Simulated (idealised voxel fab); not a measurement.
The process module that follows is named voxel wiring stack.
Cross-section cut: width 210 nm, square cells of 5 nm.
In this document a cross-section is written as a grid of square cells. It is given as a series of bands, listed from the top down, and a band is one or more rows of cells. Band: top height; bottom height; in nm. Then, left to right: material with width in nm, for each material. "throughout": a single material spanning edge to edge. "empty": empty space. Where do heights start? At 0: under that level the wafer as delivered is made of one material only. And the lowest band has no floor; it just carries on downward, as in "0 nm and below". Width "30->40": first value at the band's top row of cells, second value at its bottom row, equal change from row to row. A step reported as "no change" is a step in which no cell of the cross-section changed. For the entry "Closed void listing", the listed items are empty spaces with no open way to the top whose size is 8 cells or more; each item follows the pattern width x height at distance, where distance is from the left edge and all three are in nm. after a step's settings: what the simulator itself notes on the step. overlay nm: where the mask lay relative to plan, measured to the right, on steps with a mask; negatives go left.
THE FOLLOWING LIST GIVES THE PLANNED PROCESS STEPS
1: RECEIVE,material Si
2: CONFORMAL_DEP,material SiO2,thk nm 15
3: DIRECTIONAL_DEP,material TiN,thk nm 5
4: DIRECTIONAL_DEP,material W,thk nm 25
5: DIRECTIONAL_DEP,material aC,thk nm 10
6: PATTERN,tone cover,mask id METAL_1,material resist,width nm 30,pitch nm 50,thk nm 30,overlay nm 0
7: DIRECTIONAL_ETCH,etch materials aC,depth nm 10
8: STRIP,etch materials resist
9: DIRECTIONAL_ETCH,etch materials W,depth nm 25
10: DIRECTIONAL_ETCH,etch materials TiN,depth nm 5
11: STRIP,etch materials aC
12: CONFORMAL_DEP,material SiCN,thk nm 5
13: FILL_DEP,material lowk,thk nm 10
14: CMP,height nm 45
15: CONFORMAL_DEP,material SiCN,thk nm 5
16: DIRECTIONAL_DEP,material lowk,thk nm 20
17: DIRECTIONAL_DEP,material aC,thk nm 10
18: PATTERN,tone open,mask id PLUG_1,material resist,width nm 15,pitch nm 100,thk nm 25,overlay nm 0
19: DIRECTIONAL_ETCH,etch materials aC,depth nm 10
20: STRIP,etch materials resist
21: DIRECTIONAL_ETCH,etch materials lowk,depth nm 20
22: DIRECTIONAL_ETCH,etch materials SiCN,depth nm 5
23: STRIP,etch materials aC
24: EPI,material Ru,thk nm 10
25: EPI,material Ru,thk nm 10
26: EPI,material Ru,thk nm 5
27: CONFORMAL_DEP,material SiCN,thk nm 5
28: DIRECTIONAL_DEP,material SiO2,thk nm 25
29: PATTERN,tone open,mask id METAL_2,material resist,width nm 30,pitch nm 50,thk nm 20,overlay nm 0
30: DIRECTIONAL_ETCH,etch materials SiO2,depth nm 25
31: DIRECTIONAL_ETCH,etch materials SiCN,depth nm 5
32: STRIP,etch materials resist
33: CONFORMAL_DEP,material TiN,thk nm 5
34: FILL_DEP,material Ru,thk nm 10
35: CMP,height nm 100
36: CONFORMAL_DEP,material SiCN,thk nm 5
37: DIRECTIONAL_DEP,material SiO2,thk nm 30
38: PATTERN,tone open,mask id METAL_3,material resist,width nm 30,pitch nm 50,thk nm 20,overlay nm 0
39: DIRECTIONAL_ETCH,etch materials SiO2,depth nm 20
40: STRIP,etch materials resist
41: MASKED_ETCH,tone open,mask id METAL_3_HOLES,width nm 15,pitch nm 50,etch materials SiO2,depth nm 10,overlay nm 0
42: MASKED_ETCH,tone open,mask id METAL_3_HOLES,width nm 15,pitch nm 50,etch materials SiCN,depth nm 5,overlay nm 0
43: CONFORMAL_DEP,material TiN,thk nm 5
44: FILL_DEP,material Cu,thk nm 5
45: CMP,height nm 135
46: CONFORMAL_DEP,material SiCN,thk nm 5
WAFER AT RECEIPT (POST STEP 1), CROSS-SECTION
* 0 nm and below = Si throughout
* Closed void listing: none
SAME STARTING WAFER, SAME PLAN AS ABOVE, ONE MISTAKE IN THE EXECUTION; THIS IS THE CROSS-SECTION AT THE END OF THE MODULE
* 140 nm to 135 nm = SiCN throughout
* 135 nm to 120 nm = 40 of SiO2 | 5 of TiN | 20 of Cu | 5 of TiN | 20 of SiO2 | 5 of TiN | 20 of Cu | 5 of TiN | 20 of SiO2 | 5 of TiN | 20 of Cu | 5 of TiN | 40 of SiO2
* 120 nm to 115 nm = 40 of SiO2 | 5 of TiN | 5 of Cu | 20 of TiN | 20 of SiO2 | 5 of TiN | 5 of Cu | 20 of TiN | 20 of SiO2 | 5 of TiN | 5 of Cu | 20 of TiN | 40 of SiO2
* 115 nm to 105 nm = 40 of SiO2 | 5 of TiN | 5 of Cu | 5 of TiN | 35 of SiO2 | 5 of TiN | 5 of Cu | 5 of TiN | 35 of SiO2 | 5 of TiN | 5 of Cu | 5 of TiN | 55 of SiO2
* 105 nm to 100 nm = 40 of SiCN | 15 of TiN | 35 of SiCN | 15 of TiN | 35 of SiCN | 15 of TiN | 55 of SiCN
* 100 nm to 85 nm = 40 of SiO2 | 5 of TiN | 20 of Ru | 5 of TiN | 20 of SiO2 | 5 of TiN | 20 of Ru | 5 of TiN | 20 of SiO2 | 5 of TiN | 20 of Ru | 5 of TiN | 40 of SiO2
* 85 nm to 80 nm = 25 of SiO2 | 15 of SiCN | 30 of TiN | 20 of SiO2 | 5 of TiN | 20 of Ru | 5 of TiN | 5 of SiO2 | 15 of SiCN | 30 of TiN | 40 of SiO2
* 80 nm to 75 nm = 25 of SiO2 | 5 of SiCN | 35 of Ru | 5 of SiCN | 20 of SiO2 | 5 of TiN | 20 of Ru | 5 of TiN | 5 of SiO2 | 5 of SiCN | 35 of Ru | 5 of SiCN | 40 of SiO2
* 75 nm to 70 nm = 30 of SiCN | 35 of Ru | 25 of SiCN | 30 of TiN | 10 of SiCN | 35 of Ru | 45 of SiCN
* 70 nm to 50 nm = 40 of lowk | 15 of Ru | 85 of lowk | 15 of Ru | 55 of lowk
* 50 nm to 45 nm = 40 of SiCN | 15 of Ru | 85 of SiCN | 15 of Ru | 55 of SiCN
* 45 nm to 20 nm = 35 of lowk | 5 of SiCN | 30 of W | 5 of SiCN | 10 of lowk | 5 of SiCN | 30 of W | 5 of SiCN | 10 of lowk | 5 of SiCN | 30 of W | 5 of SiCN | 35 of lowk
* 20 nm to 15 nm = 40 of SiCN | 30 of TiN | 20 of SiCN | 30 of TiN | 20 of SiCN | 30 of TiN | 40 of SiCN
* 15 nm to 0 nm = SiO2 throughout
* 0 nm and below = Si throughout
* Closed void listing: none
Deviation noted in wafer processing: one of 24 and 25 ran twice, no way to know which since they are all identical
